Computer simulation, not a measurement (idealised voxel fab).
process module | voxel wiring stack
cross-section cut | 250 nm wide | cells 5 nm
A cross-section is a grid of square cells, given in bands from the top down. A band is one or more rows of cells.
Each band's line starts with the height of the band's top and of its bottom, in nm. Then come its materials from left to right, each with its width in nm. One material with "throughout" fills the band from edge to edge. "air" is empty space.
Height 0 is the level under which the wafer as received is all one material. The lowest band goes on downwards, as in "0 down".
A width such as "30 to 40" changes by the same amount from each row of cells to the next, from the band's top row to its bottom row.
"no change" after a step means that no cell of the cross-section changed.
closed voids: empty space of 8 cells or more with no open way to the top, each as width x height at its distance from the left edge, in nm
after a step's settings: what the simulator itself notes on the step
overlay nm, on a step with a mask: how far to the right of its planned place the mask lay; to the left if negative
Each pair below shows a cross-section before one step and the cross-section after it, down to the lowest band that changed. The line under each pair gives the step between them, with its settings. The pairs can come from different runs of this module on the same starting wafer, so a pair continues from the pair above only where its "before" says so.
before
  90 to 70: lowk 45 | air 15 | lowk 75 | air 15 | lowk 100
  70 to 50: lowk throughout
  50 to 45: SiCN throughout
  45 to 20: lowk 45 | TiN 5 | W 15 | TiN 5 | lowk 20 | TiN 5 | W 15 | TiN 5 | lowk 20 | TiN 5 | W 15 | TiN 5 | lowk 20 | TiN 5 | W 15 | TiN 5 | lowk 45
  20 to 15: SiN 45 | TiN 25 | SiN 20 | TiN 25 | SiN 20 | TiN 25 | SiN 20 | TiN 25 | SiN 45
  15 to 0: SiO2 throughout
  0 down: Si throughout
  closed voids: none
after
  95 to 90: SiN 50 | air 5 | SiN 85 | air 5 | SiN 105
  90 to 75: lowk 45 | SiN 5 | air 5 | SiN 5 | lowk 75 | SiN 5 | air 5 | SiN 5 | lowk 100
  75 to 70: lowk 45 | SiN 15 | lowk 75 | SiN 15 | lowk 100
  below 70: unchanged
  closed voids: none
the step between: op CONFORMAL_DEP | material SiN | thk nm 5
before: the cross-section after the pair above
after
  120 to 100: lowk 50 | air 5 | lowk 85 | air 5 | lowk 105
  100 to 95: lowk throughout
  95 to 90: SiN 50 | lowk 5 | SiN 85 | lowk 5 | SiN 105
  90 to 75: lowk 45 | SiN 5 | lowk 5 | SiN 5 | lowk 75 | SiN 5 | lowk 5 | SiN 5 | lowk 100
  below 75: unchanged
  closed voids: none
the step between: op DIRECTIONAL_DEP | material lowk | thk nm 25
before: the cross-section after the pair above
after
  120 to 95: lowk 45 | air 25 | lowk 20 | air 25 | lowk 20 | air 25 | lowk 20 | air 25 | lowk 45
  95 to 90: SiN 50 | air 5 | SiN 85 | air 5 | SiN 105
  90 to 75: lowk 45 | SiN 5 | air 5 | SiN 5 | lowk 75 | SiN 5 | air 5 | SiN 5 | lowk 100
  below 75: unchanged
  closed voids: none
the step between: op MASKED_ETCH | tone open | mask id METAL_2 | width nm 25 | pitch nm 45 | etch materials lowk | depth nm 25 | overlay nm 0
before: the cross-section after the pair above
after
  120 to 95: lowk 45 | air 25 | lowk 20 | air 25 | lowk 20 | air 25 | lowk 20 | air 25 | lowk 45
  95 to 90: SiN 45 | air 25 | SiN 20 | air 25 | SiN 20 | air 25 | SiN 20 | air 25 | SiN 45
  90 to 70: lowk 45 | SiN 5 | air 5 | SiN 5 | lowk 75 | SiN 5 | air 5 | SiN 5 | lowk 100
  below 70: unchanged
  closed voids: none
the step between: op MASKED_ETCH | tone open | mask id METAL_2 | width nm 25 | pitch nm 45 | etch materials SiN | depth nm 5 | overlay nm 0
before: the cross-section after the pair above
after
  125 to 120: TiN 50 | air 15 | TiN 30 | air 15 | TiN 30 | air 15 | TiN 30 | air 15 | TiN 50
  120 to 95: lowk 45 | TiN 5 | air 15 | TiN 5 | lowk 20 | TiN 5 | air 15 | TiN 5 | lowk 20 | TiN 5 | air 15 | TiN 5 | lowk 20 | TiN 5 | air 15 | TiN 5 | lowk 45
  95 to 90: SiN 45 | TiN 25 | SiN 20 | TiN 25 | SiN 20 | TiN 25 | SiN 20 | TiN 25 | SiN 45
  90 to 70: lowk 45 | SiN 5 | TiN 5 | SiN 5 | lowk 75 | SiN 5 | TiN 5 | SiN 5 | lowk 100
  below 70: unchanged
  closed voids: none
the step between: op CONFORMAL_DEP | material TiN | thk nm 5
before: the cross-section after the pair above
after
  135 to 125: Ru throughout
  125 to 120: TiN 50 | Ru 15 | TiN 30 | Ru 15 | TiN 30 | Ru 15 | TiN 30 | Ru 15 | TiN 50
  120 to 95: lowk 45 | TiN 5 | Ru 15 | TiN 5 | lowk 20 | TiN 5 | Ru 15 | TiN 5 | lowk 20 | TiN 5 | Ru 15 | TiN 5 | lowk 20 | TiN 5 | Ru 15 | TiN 5 | lowk 45
  below 95: unchanged
  closed voids: none
the step between: op FILL_DEP | material Ru | thk nm 10
before: the cross-section after the pair above
after
  100 to 95: lowk 45 | TiN 5 | Ru 15 | TiN 5 | lowk 20 | TiN 5 | Ru 15 | TiN 5 | lowk 20 | TiN 5 | Ru 15 | TiN 5 | lowk 20 | TiN 5 | Ru 15 | TiN 5 | lowk 45
  below 95: unchanged
  closed voids: none
the step between: op CMP | height nm 100
before: the cross-section after the pair above
after
  105 to 100: SiCN throughout
  below 100: unchanged
  closed voids: none
the step between: op CONFORMAL_DEP | material SiCN | thk nm 5
before: the cross-section after the pair above
after
  115 to 105: lowk throughout
  below 105: unchanged
  closed voids: none
the step between: op DIRECTIONAL_DEP | material lowk | thk nm 10
before: the cross-section after the pair above
after
  135 to 115: resist 45 | air 15 | resist 30 | air 15 | resist 30 | air 15 | resist 30 | air 15 | resist 55
  below 115: unchanged
  closed voids: none
the step between: op PATTERN | tone open | mask id PLUG_2 | material resist | width nm 15 | pitch nm 45 | thk nm 20 | overlay nm 0
before: the cross-section after the pair above
after
  135 to 115: resist 45 | air 15 | resist 30 | air 15 | resist 30 | air 15 | resist 30 | air 15 | resist 55
  115 to 105: lowk 45 | air 15 | lowk 30 | air 15 | lowk 30 | air 15 | lowk 30 | air 15 | lowk 55
  below 105: unchanged
  closed voids: none
the step between: op DIRECTIONAL_ETCH | etch materials lowk | depth nm 10
before: the cross-section after the pair above
after
  135 to 115: resist 45 | air 15 | resist 30 | air 15 | resist 30 | air 15 | resist 30 | air 15 | resist 55
  115 to 105: lowk 45 | air 15 | lowk 30 | air 15 | lowk 30 | air 15 | lowk 30 | air 15 | lowk 55
  105 to 100: SiCN 45 | air 15 | SiCN 30 | air 15 | SiCN 30 | air 15 | SiCN 30 | air 15 | SiCN 55
  below 100: unchanged
  closed voids: none
the step between: op DIRECTIONAL_ETCH | etch materials SiCN | depth nm 5
before: the cross-section after the pair above
after
  115 to 105: lowk 45 | air 15 | lowk 30 | air 15 | lowk 30 | air 15 | lowk 30 | air 15 | lowk 55
  below 105: unchanged
  closed voids: none
the step between: op STRIP | etch materials resist
before: the cross-section after the pair above
after
  120 to 115: TiN 50 | air 5 | TiN 40 | air 5 | TiN 40 | air 5 | TiN 40 | air 5 | TiN 60
  115 to 105: lowk 45 | TiN 5 | air 5 | TiN 5 | lowk 30 | TiN 5 | air 5 | TiN 5 | lowk 30 | TiN 5 | air 5 | TiN 5 | lowk 30 | TiN 5 | air 5 | TiN 5 | lowk 55
  105 to 100: SiCN 45 | TiN 15 | SiCN 30 | TiN 15 | SiCN 30 | TiN 15 | SiCN 30 | TiN 15 | SiCN 55
  below 100: unchanged
  closed voids: none
the step between: op CONFORMAL_DEP | material TiN | thk nm 5
before: the cross-section after the pair above
after
  130 to 120: W throughout
  120 to 115: TiN 50 | W 5 | TiN 40 | W 5 | TiN 40 | W 5 | TiN 40 | W 5 | TiN 60
  115 to 105: lowk 45 | TiN 5 | W 5 | TiN 5 | lowk 30 | TiN 5 | W 5 | TiN 5 | lowk 30 | TiN 5 | W 5 | TiN 5 | lowk 30 | TiN 5 | W 5 | TiN 5 | lowk 55
  below 105: unchanged
  closed voids: none
the step between: op FILL_DEP | material W | thk nm 10
before: the cross-section after the pair above
after
  115 to 105: lowk 45 | TiN 5 | W 5 | TiN 5 | lowk 30 | TiN 5 | W 5 | TiN 5 | lowk 30 | TiN 5 | W 5 | TiN 5 | lowk 30 | TiN 5 | W 5 | TiN 5 | lowk 55
  below 105: unchanged
  closed voids: none
the step between: op CMP | height nm 115
before: the cross-section after the pair above
after
  120 to 115: TiN throughout
  below 115: unchanged
  closed voids: none
the step between: op DIRECTIONAL_DEP | material TiN | thk nm 5
before: the cross-section after the pair above
after
  135 to 120: W throughout
  below 120: unchanged
  closed voids: none
the step between: op DIRECTIONAL_DEP | material W | thk nm 15
before: the cross-section after the pair above
after
  145 to 135: aC throughout
  below 135: unchanged
  closed voids: none
the step between: op DIRECTIONAL_DEP | material aC | thk nm 10
before: the cross-section after the pair above
after
  175 to 145: air 45 | resist 25 | air 20 | resist 25 | air 20 | resist 25 | air 20 | resist 25 | air 45
  below 145: unchanged
  closed voids: none
the step between: op PATTERN | tone cover | mask id METAL_3 | material resist | width nm 25 | pitch nm 45 | thk nm 30 | overlay nm 0
before: the cross-section after the pair above
after
  165 to 145: air 45 | resist 25 | air 20 | resist 25 | air 20 | resist 25 | air 20 | resist 25 | air 45
  145 to 135: air 45 | aC 25 | air 20 | aC 25 | air 20 | aC 25 | air 20 | aC 25 | air 45
  below 135: unchanged
  closed voids: none
the step between: op DIRECTIONAL_ETCH | etch materials aC | depth nm 10
before: the cross-section after the pair above
after
  145 to 135: air 45 | aC 25 | air 20 | aC 25 | air 20 | aC 25 | air 20 | aC 25 | air 45
  below 135: unchanged
  closed voids: none
the step between: op STRIP | etch materials resist
before: the cross-section after the pair above
after
  145 to 135: air 45 | aC 25 | air 20 | aC 25 | air 20 | aC 25 | air 20 | aC 25 | air 45
  135 to 120: air 45 | W 25 | air 20 | W 25 | air 20 | W 25 | air 20 | W 25 | air 45
  below 120: unchanged
  closed voids: none
the step between: op DIRECTIONAL_ETCH | etch materials W | depth nm 15
before: the cross-section after the pair above
after
  145 to 135: air 45 | aC 25 | air 20 | aC 25 | air 20 | aC 25 | air 20 | aC 25 | air 45
  135 to 120: air 45 | W 25 | air 20 | W 25 | air 20 | W 25 | air 20 | W 25 | air 45
  120 to 115: air 45 | TiN 25 | air 20 | TiN 25 | air 20 | TiN 25 | air 20 | TiN 25 | air 45
  below 115: unchanged
  closed voids: none
the step between: op DIRECTIONAL_ETCH | etch materials TiN | depth nm 5
before: the cross-section after the pair above
after
  135 to 120: air 45 | W 25 | air 20 | W 25 | air 20 | W 25 | air 20 | W 25 | air 45
  below 120: unchanged
  closed voids: none
the step between: op STRIP | etch materials aC
before: the cross-section after the pair above
after
  145 to 135: lowk throughout
  135 to 120: lowk 45 | W 25 | lowk 20 | W 25 | lowk 20 | W 25 | lowk 20 | W 25 | lowk 45
  120 to 115: lowk 45 | TiN 25 | lowk 20 | TiN 25 | lowk 20 | TiN 25 | lowk 20 | TiN 25 | lowk 45
  below 115: unchanged
  closed voids: none
the step between: op FILL_DEP | material lowk | thk nm 10
before: the cross-section after the pair above
after
  135 to 120: lowk 45 | W 25 | lowk 20 | W 25 | lowk 20 | W 25 | lowk 20 | W 25 | lowk 45
  below 120: unchanged
  closed voids: none
the step between: op CMP | height nm 135
before: the cross-section after the pair above
after
  140 to 135: SiN throughout
  below 135: unchanged
  closed voids: none
the step between: op CONFORMAL_DEP | material SiN | thk nm 5
before
  45 to 20: lowk 45 | TiN 5 | W 15 | TiN 5 | lowk 20 | TiN 5 | W 15 | TiN 5 | lowk 20 | TiN 5 | W 15 | TiN 5 | lowk 20 | TiN 5 | W 15 | TiN 5 | lowk 45
  20 to 15: SiN 45 | TiN 25 | SiN 20 | TiN 25 | SiN 20 | TiN 25 | SiN 20 | TiN 25 | SiN 45
  15 to 0: SiO2 throughout
  0 down: Si throughout
  closed voids: none
after
  65 to 45: lowk throughout
  below 45: unchanged
  closed voids: none
the step between: op DIRECTIONAL_DEP | material lowk | thk nm 20
before: the cross-section after the pair above
after
  70 to 65: SiCN throughout
  below 65: unchanged
  closed voids: none
the step between: op CONFORMAL_DEP | material SiCN | thk nm 5
before: the cross-section after the pair above
after
  70 to 65: SiCN 45 | air 15 | SiCN 75 | air 15 | SiCN 100
  below 65: unchanged
  closed voids: none
the step between: op MASKED_ETCH | tone open | mask id PLUG_1 | width nm 15 | pitch nm 90 | etch materials SiCN | depth nm 5 | overlay nm 0
before: the cross-section after the pair above
after
  75 to 70: SiN 50 | air 5 | SiN 85 | air 5 | SiN 105
  70 to 65: SiCN 45 | SiN 15 | SiCN 75 | SiN 15 | SiCN 100
  below 65: unchanged
  closed voids: none
the step between: op CONFORMAL_DEP | material SiN | thk nm 5
before: the cross-section after the pair above
after
  100 to 95: lowk 50 | air 5 | lowk 85 | air 5 | lowk 105
  95 to 75: lowk throughout
  75 to 70: SiN 50 | lowk 5 | SiN 85 | lowk 5 | SiN 105
  below 70: unchanged
  closed voids: none
the step between: op DIRECTIONAL_DEP | material lowk | thk nm 25
before: the cross-section after the pair above
after
  100 to 75: lowk 45 | air 25 | lowk 20 | air 25 | lowk 20 | air 25 | lowk 20 | air 25 | lowk 45
  75 to 70: SiN 50 | air 5 | SiN 85 | air 5 | SiN 105
  below 70: unchanged
  closed voids: none
the step between: op MASKED_ETCH | tone open | mask id METAL_2 | width nm 25 | pitch nm 45 | etch materials lowk | depth nm 25 | overlay nm 0
before: the cross-section after the pair above
after
  100 to 75: lowk 45 | air 25 | lowk 20 | air 25 | lowk 20 | air 25 | lowk 20 | air 25 | lowk 45
  75 to 70: SiN 45 | air 25 | SiN 20 | air 25 | SiN 20 | air 25 | SiN 20 | air 25 | SiN 45
  70 to 65: SiCN 45 | SiN 5 | air 5 | SiN 5 | SiCN 75 | SiN 5 | air 5 | SiN 5 | SiCN 100
  below 65: unchanged
  closed voids: none
the step between: op MASKED_ETCH | tone open | mask id METAL_2 | width nm 25 | pitch nm 45 | etch materials SiN | depth nm 5 | overlay nm 0
before: the cross-section after the pair above
after
  105 to 100: TiN 50 | air 15 | TiN 30 | air 15 | TiN 30 | air 15 | TiN 30 | air 15 | TiN 50
  100 to 75: lowk 45 | TiN 5 | air 15 | TiN 5 | lowk 20 | TiN 5 | air 15 | TiN 5 | lowk 20 | TiN 5 | air 15 | TiN 5 | lowk 20 | TiN 5 | air 15 | TiN 5 | lowk 45
  75 to 70: SiN 45 | TiN 25 | SiN 20 | TiN 25 | SiN 20 | TiN 25 | SiN 20 | TiN 25 | SiN 45
  70 to 65: SiCN 45 | SiN 5 | TiN 5 | SiN 5 | SiCN 75 | SiN 5 | TiN 5 | SiN 5 | SiCN 100
  below 65: unchanged
  closed voids: none
the step between: op CONFORMAL_DEP | material TiN | thk nm 5
before: the cross-section after the pair above
after
  115 to 105: Ru throughout
  105 to 100: TiN 50 | Ru 15 | TiN 30 | Ru 15 | TiN 30 | Ru 15 | TiN 30 | Ru 15 | TiN 50
  100 to 75: lowk 45 | TiN 5 | Ru 15 | TiN 5 | lowk 20 | TiN 5 | Ru 15 | TiN 5 | lowk 20 | TiN 5 | Ru 15 | TiN 5 | lowk 20 | TiN 5 | Ru 15 | TiN 5 | lowk 45
  below 75: unchanged
  closed voids: none
the step between: op FILL_DEP | material Ru | thk nm 10
before: the cross-section after the pair above
after
  100 to 75: lowk 45 | TiN 5 | Ru 15 | TiN 5 | lowk 20 | TiN 5 | Ru 15 | TiN 5 | lowk 20 | TiN 5 | Ru 15 | TiN 5 | lowk 20 | TiN 5 | Ru 15 | TiN 5 | lowk 45
  below 75: unchanged
  closed voids: none
the step between: op CMP | height nm 100
before: the cross-section after the pair above
after
  105 to 100: SiCN throughout
  below 100: unchanged
  closed voids: none
the step between: op CONFORMAL_DEP | material SiCN | thk nm 5
before: the cross-section after the pair above
after
  115 to 105: lowk throughout
  below 105: unchanged
  closed voids: none
the step between: op DIRECTIONAL_DEP | material lowk | thk nm 10
before: the cross-section after the pair above
after
  135 to 115: resist 45 | air 15 | resist 30 | air 15 | resist 30 | air 15 | resist 30 | air 15 | resist 55
  below 115: unchanged
  closed voids: none
the step between: op PATTERN | tone open | mask id PLUG_2 | material resist | width nm 15 | pitch nm 45 | thk nm 20 | overlay nm 0
before: the cross-section after the pair above
after
  135 to 115: resist 45 | air 15 | resist 30 | air 15 | resist 30 | air 15 | resist 30 | air 15 | resist 55
  115 to 105: lowk 45 | air 15 | lowk 30 | air 15 | lowk 30 | air 15 | lowk 30 | air 15 | lowk 55
  below 105: unchanged
  closed voids: none
the step between: op DIRECTIONAL_ETCH | etch materials lowk | depth nm 10
before: the cross-section after the pair above
after
  135 to 115: resist 45 | air 15 | resist 30 | air 15 | resist 30 | air 15 | resist 30 | air 15 | resist 55
  115 to 105: lowk 45 | air 15 | lowk 30 | air 15 | lowk 30 | air 15 | lowk 30 | air 15 | lowk 55
  105 to 100: SiCN 45 | air 15 | SiCN 30 | air 15 | SiCN 30 | air 15 | SiCN 30 | air 15 | SiCN 55
  below 100: unchanged
  closed voids: none
the step between: op DIRECTIONAL_ETCH | etch materials SiCN | depth nm 5
before: the cross-section after the pair above
after
  115 to 105: lowk 45 | air 15 | lowk 30 | air 15 | lowk 30 | air 15 | lowk 30 | air 15 | lowk 55
  below 105: unchanged
  closed voids: none
the step between: op STRIP | etch materials resist
before: the cross-section after the pair above
after
  120 to 115: TiN 50 | air 5 | TiN 40 | air 5 | TiN 40 | air 5 | TiN 40 | air 5 | TiN 60
  115 to 105: lowk 45 | TiN 5 | air 5 | TiN 5 | lowk 30 | TiN 5 | air 5 | TiN 5 | lowk 30 | TiN 5 | air 5 | TiN 5 | lowk 30 | TiN 5 | air 5 | TiN 5 | lowk 55
  105 to 100: SiCN 45 | TiN 15 | SiCN 30 | TiN 15 | SiCN 30 | TiN 15 | SiCN 30 | TiN 15 | SiCN 55
  below 100: unchanged
  closed voids: none
the step between: op CONFORMAL_DEP | material TiN | thk nm 5
before: the cross-section after the pair above
after
  130 to 120: W throughout
  120 to 115: TiN 50 | W 5 | TiN 40 | W 5 | TiN 40 | W 5 | TiN 40 | W 5 | TiN 60
  115 to 105: lowk 45 | TiN 5 | W 5 | TiN 5 | lowk 30 | TiN 5 | W 5 | TiN 5 | lowk 30 | TiN 5 | W 5 | TiN 5 | lowk 30 | TiN 5 | W 5 | TiN 5 | lowk 55
  below 105: unchanged
  closed voids: none
the step between: op FILL_DEP | material W | thk nm 10
before: the cross-section after the pair above
after
  115 to 105: lowk 45 | TiN 5 | W 5 | TiN 5 | lowk 30 | TiN 5 | W 5 | TiN 5 | lowk 30 | TiN 5 | W 5 | TiN 5 | lowk 30 | TiN 5 | W 5 | TiN 5 | lowk 55
  below 105: unchanged
  closed voids: none
the step between: op CMP | height nm 115
before: the cross-section after the pair above
after
  120 to 115: TiN throughout
  below 115: unchanged
  closed voids: none
the step between: op DIRECTIONAL_DEP | material TiN | thk nm 5
before: the cross-section after the pair above
after
  135 to 120: W throughout
  below 120: unchanged
  closed voids: none
the step between: op DIRECTIONAL_DEP | material W | thk nm 15
before: the cross-section after the pair above
after
  145 to 135: aC throughout
  below 135: unchanged
  closed voids: none
the step between: op DIRECTIONAL_DEP | material aC | thk nm 10
before: the cross-section after the pair above
after
  175 to 145: air 45 | resist 25 | air 20 | resist 25 | air 20 | resist 25 | air 20 | resist 25 | air 45
  below 145: unchanged
  closed voids: none
the step between: op PATTERN | tone cover | mask id METAL_3 | material resist | width nm 25 | pitch nm 45 | thk nm 30 | overlay nm 0
before: the cross-section after the pair above
after
  165 to 145: air 45 | resist 25 | air 20 | resist 25 | air 20 | resist 25 | air 20 | resist 25 | air 45
  145 to 135: air 45 | aC 25 | air 20 | aC 25 | air 20 | aC 25 | air 20 | aC 25 | air 45
  below 135: unchanged
  closed voids: none
the step between: op DIRECTIONAL_ETCH | etch materials aC | depth nm 10
before: the cross-section after the pair above
after
  145 to 135: air 45 | aC 25 | air 20 | aC 25 | air 20 | aC 25 | air 20 | aC 25 | air 45
  below 135: unchanged
  closed voids: none
the step between: op STRIP | etch materials resist
before: the cross-section after the pair above
after
  145 to 135: air 45 | aC 25 | air 20 | aC 25 | air 20 | aC 25 | air 20 | aC 25 | air 45
  135 to 120: air 45 | W 25 | air 20 | W 25 | air 20 | W 25 | air 20 | W 25 | air 45
  below 120: unchanged
  closed voids: none
the step between: op DIRECTIONAL_ETCH | etch materials W | depth nm 15
before: the cross-section after the pair above
after
  145 to 135: air 45 | aC 25 | air 20 | aC 25 | air 20 | aC 25 | air 20 | aC 25 | air 45
  135 to 120: air 45 | W 25 | air 20 | W 25 | air 20 | W 25 | air 20 | W 25 | air 45
  120 to 115: air 45 | TiN 25 | air 20 | TiN 25 | air 20 | TiN 25 | air 20 | TiN 25 | air 45
  below 115: unchanged
  closed voids: none
the step between: op DIRECTIONAL_ETCH | etch materials TiN | depth nm 5
before: the cross-section after the pair above
after
  135 to 120: air 45 | W 25 | air 20 | W 25 | air 20 | W 25 | air 20 | W 25 | air 45
  below 120: unchanged
  closed voids: none
the step between: op STRIP | etch materials aC
before: the cross-section after the pair above
after
  145 to 135: lowk throughout
  135 to 120: lowk 45 | W 25 | lowk 20 | W 25 | lowk 20 | W 25 | lowk 20 | W 25 | lowk 45
  120 to 115: lowk 45 | TiN 25 | lowk 20 | TiN 25 | lowk 20 | TiN 25 | lowk 20 | TiN 25 | lowk 45
  below 115: unchanged
  closed voids: none
the step between: op FILL_DEP | material lowk | thk nm 10
before: the cross-section after the pair above
after
  135 to 120: lowk 45 | W 25 | lowk 20 | W 25 | lowk 20 | W 25 | lowk 20 | W 25 | lowk 45
  below 120: unchanged
  closed voids: none
the step between: op CMP | height nm 135
before: the cross-section after the pair above
after
  140 to 135: SiN throughout
  below 135: unchanged
  closed voids: none
the step between: op CONFORMAL_DEP | material SiN | thk nm 5
before
  130 to 120: W throughout
  120 to 115: TiN 50 | W 5 | TiN 40 | W 5 | TiN 40 | W 5 | TiN 40 | W 5 | TiN 60
  115 to 105: lowk 45 | TiN 5 | W 5 | TiN 5 | lowk 30 | TiN 5 | W 5 | TiN 5 | lowk 30 | TiN 5 | W 5 | TiN 5 | lowk 30 | TiN 5 | W 5 | TiN 5 | lowk 55
  105 to 100: SiCN 45 | TiN 15 | SiCN 30 | TiN 15 | SiCN 30 | TiN 15 | SiCN 30 | TiN 15 | SiCN 55
  100 to 75: lowk 45 | TiN 5 | Ru 15 | TiN 5 | lowk 20 | TiN 5 | Ru 15 | TiN 5 | lowk 20 | TiN 5 | Ru 15 | TiN 5 | lowk 20 | TiN 5 | Ru 15 | TiN 5 | lowk 45
  75 to 70: SiN 45 | TiN 25 | SiN 20 | TiN 25 | SiN 20 | TiN 25 | SiN 20 | TiN 25 | SiN 45
  70 to 50: lowk 45 | Ru 15 | lowk 75 | Ru 15 | lowk 100
  50 to 45: SiCN 45 | Ru 15 | SiCN 75 | Ru 15 | SiCN 100
  45 to 20: lowk 45 | TiN 5 | W 15 | TiN 5 | lowk 20 | TiN 5 | W 15 | TiN 5 | lowk 20 | TiN 5 | W 15 | TiN 5 | lowk 20 | TiN 5 | W 15 | TiN 5 | lowk 45
  20 to 15: SiN 45 | TiN 25 | SiN 20 | TiN 25 | SiN 20 | TiN 25 | SiN 20 | TiN 25 | SiN 45
  15 to 0: SiO2 throughout
  0 down: Si throughout
  closed voids: none
after
  105 to 100: SiCN 45 | TiN 15 | SiCN 30 | TiN 15 | SiCN 30 | TiN 15 | SiCN 30 | TiN 15 | SiCN 55
  below 100: unchanged
  closed voids: none
the step between: op CMP | height nm 105
before: the cross-section after the pair above
after
  110 to 105: TiN throughout
  below 105: unchanged
  closed voids: none
the step between: op DIRECTIONAL_DEP | material TiN | thk nm 5
before: the cross-section after the pair above
after
  125 to 110: W throughout
  below 110: unchanged
  closed voids: none
the step between: op DIRECTIONAL_DEP | material W | thk nm 15
before: the cross-section after the pair above
after
  135 to 125: aC throughout
  below 125: unchanged
  closed voids: none
the step between: op DIRECTIONAL_DEP | material aC | thk nm 10
before: the cross-section after the pair above
after
  165 to 135: air 45 | resist 25 | air 20 | resist 25 | air 20 | resist 25 | air 20 | resist 25 | air 45
  below 135: unchanged
  closed voids: none
the step between: op PATTERN | tone cover | mask id METAL_3 | material resist | width nm 25 | pitch nm 45 | thk nm 30 | overlay nm 0
before: the cross-section after the pair above
after
  155 to 135: air 45 | resist 25 | air 20 | resist 25 | air 20 | resist 25 | air 20 | resist 25 | air 45
  135 to 125: air 45 | aC 25 | air 20 | aC 25 | air 20 | aC 25 | air 20 | aC 25 | air 45
  below 125: unchanged
  closed voids: none
the step between: op DIRECTIONAL_ETCH | etch materials aC | depth nm 10
before: the cross-section after the pair above
after
  135 to 125: air 45 | aC 25 | air 20 | aC 25 | air 20 | aC 25 | air 20 | aC 25 | air 45
  below 125: unchanged
  closed voids: none
the step between: op STRIP | etch materials resist
before: the cross-section after the pair above
after
  135 to 125: air 45 | aC 25 | air 20 | aC 25 | air 20 | aC 25 | air 20 | aC 25 | air 45
  125 to 110: air 45 | W 25 | air 20 | W 25 | air 20 | W 25 | air 20 | W 25 | air 45
  below 110: unchanged
  closed voids: none
the step between: op DIRECTIONAL_ETCH | etch materials W | depth nm 15
before: the cross-section after the pair above
after
  135 to 125: air 45 | aC 25 | air 20 | aC 25 | air 20 | aC 25 | air 20 | aC 25 | air 45
  125 to 110: air 45 | W 25 | air 20 | W 25 | air 20 | W 25 | air 20 | W 25 | air 45
  110 to 105: air 45 | TiN 25 | air 20 | TiN 25 | air 20 | TiN 25 | air 20 | TiN 25 | air 45
  below 105: unchanged
  closed voids: none
the step between: op DIRECTIONAL_ETCH | etch materials TiN | depth nm 5
before: the cross-section after the pair above
after
  125 to 110: air 45 | W 25 | air 20 | W 25 | air 20 | W 25 | air 20 | W 25 | air 45
  below 110: unchanged
  closed voids: none
the step between: op STRIP | etch materials aC
before: the cross-section after the pair above
after
  135 to 125: lowk throughout
  125 to 110: lowk 45 | W 25 | lowk 20 | W 25 | lowk 20 | W 25 | lowk 20 | W 25 | lowk 45
  110 to 105: lowk 45 | TiN 25 | lowk 20 | TiN 25 | lowk 20 | TiN 25 | lowk 20 | TiN 25 | lowk 45
  below 105: unchanged
  closed voids: none
the step between: op FILL_DEP | material lowk | thk nm 10
before: the cross-section after the pair above
after
  140 to 135: SiN throughout
  below 135: unchanged
  closed voids: none
the step between: op CONFORMAL_DEP | material SiN | thk nm 5
before
  70 to 50: lowk throughout
  50 to 45: SiCN throughout
  45 to 20: lowk 45 | TiN 5 | W 15 | TiN 5 | lowk 20 | TiN 5 | W 15 | TiN 5 | lowk 20 | TiN 5 | W 15 | TiN 5 | lowk 20 | TiN 5 | W 15 | TiN 5 | lowk 45
  20 to 15: SiN 45 | TiN 25 | SiN 20 | TiN 25 | SiN 20 | TiN 25 | SiN 20 | TiN 25 | SiN 45
  15 to 0: SiO2 throughout
  0 down: Si throughout
  closed voids: none
after
  70 to 50: lowk 45 | air 20 | lowk 70 | air 20 | lowk 95
  below 50: unchanged
  closed voids: none
the step between: op MASKED_ETCH | tone open | mask id PLUG_1 | width nm 20 | pitch nm 90 | etch materials lowk | depth nm 20 | overlay nm 0
before: the cross-section after the pair above
after
  70 to 50: lowk 45 | air 20 | lowk 70 | air 20 | lowk 95
  50 to 45: SiCN 45 | air 15 | SiCN 75 | air 15 | SiCN 100
  below 45: unchanged
  closed voids: none
the step between: op MASKED_ETCH | tone open | mask id PLUG_1 | width nm 15 | pitch nm 90 | etch materials SiCN | depth nm 5 | overlay nm 0
before: the cross-section after the pair above
after
  70 to 55: lowk 45 | air 20 | lowk 70 | air 20 | lowk 95
  55 to 50: lowk 45 | Ru 20 | lowk 70 | Ru 20 | lowk 95
  50 to 45: SiCN 45 | Ru 15 | SiCN 75 | Ru 15 | SiCN 100
  below 45: unchanged
  closed voids: none
the step between: op EPI | material Ru | thk nm 10
before: the cross-section after the pair above
after
  70 to 65: lowk 45 | air 20 | lowk 70 | air 20 | lowk 95
  65 to 50: lowk 45 | Ru 20 | lowk 70 | Ru 20 | lowk 95
  below 50: unchanged
  closed voids: none
the step between: op EPI | material Ru | thk nm 10
before: the cross-section after the pair above
after
  70 to 50: lowk 45 | Ru 20 | lowk 70 | Ru 20 | lowk 95
  below 50: unchanged
  closed voids: none
the step between: op EPI | material Ru | thk nm 5
before: the cross-section after the pair above
after
  75 to 70: SiN throughout
  below 70: unchanged
  closed voids: none
the step between: op CONFORMAL_DEP | material SiN | thk nm 5
before: the cross-section after the pair above
after
  100 to 75: lowk throughout
  below 75: unchanged
  closed voids: none
the step between: op DIRECTIONAL_DEP | material lowk | thk nm 25
before: the cross-section after the pair above
after
  100 to 75: lowk 45 | air 25 | lowk 20 | air 25 | lowk 20 | air 25 | lowk 20 | air 25 | lowk 45
  below 75: unchanged
  closed voids: none
the step between: op MASKED_ETCH | tone open | mask id METAL_2 | width nm 25 | pitch nm 45 | etch materials lowk | depth nm 25 | overlay nm 0
before: the cross-section after the pair above
after
  100 to 75: lowk 45 | air 25 | lowk 20 | air 25 | lowk 20 | air 25 | lowk 20 | air 25 | lowk 45
  75 to 70: SiN 45 | air 25 | SiN 20 | air 25 | SiN 20 | air 25 | SiN 20 | air 25 | SiN 45
  below 70: unchanged
  closed voids: none
the step between: op MASKED_ETCH | tone open | mask id METAL_2 | width nm 25 | pitch nm 45 | etch materials SiN | depth nm 5 | overlay nm 0
before: the cross-section after the pair above
after
  105 to 100: TiN 50 | air 15 | TiN 30 | air 15 | TiN 30 | air 15 | TiN 30 | air 15 | TiN 50
  100 to 75: lowk 45 | TiN 5 | air 15 | TiN 5 | lowk 20 | TiN 5 | air 15 | TiN 5 | lowk 20 | TiN 5 | air 15 | TiN 5 | lowk 20 | TiN 5 | air 15 | TiN 5 | lowk 45
  75 to 70: SiN 45 | TiN 25 | SiN 20 | TiN 25 | SiN 20 | TiN 25 | SiN 20 | TiN 25 | SiN 45
  below 70: unchanged
  closed voids: none
the step between: op CONFORMAL_DEP | material TiN | thk nm 5
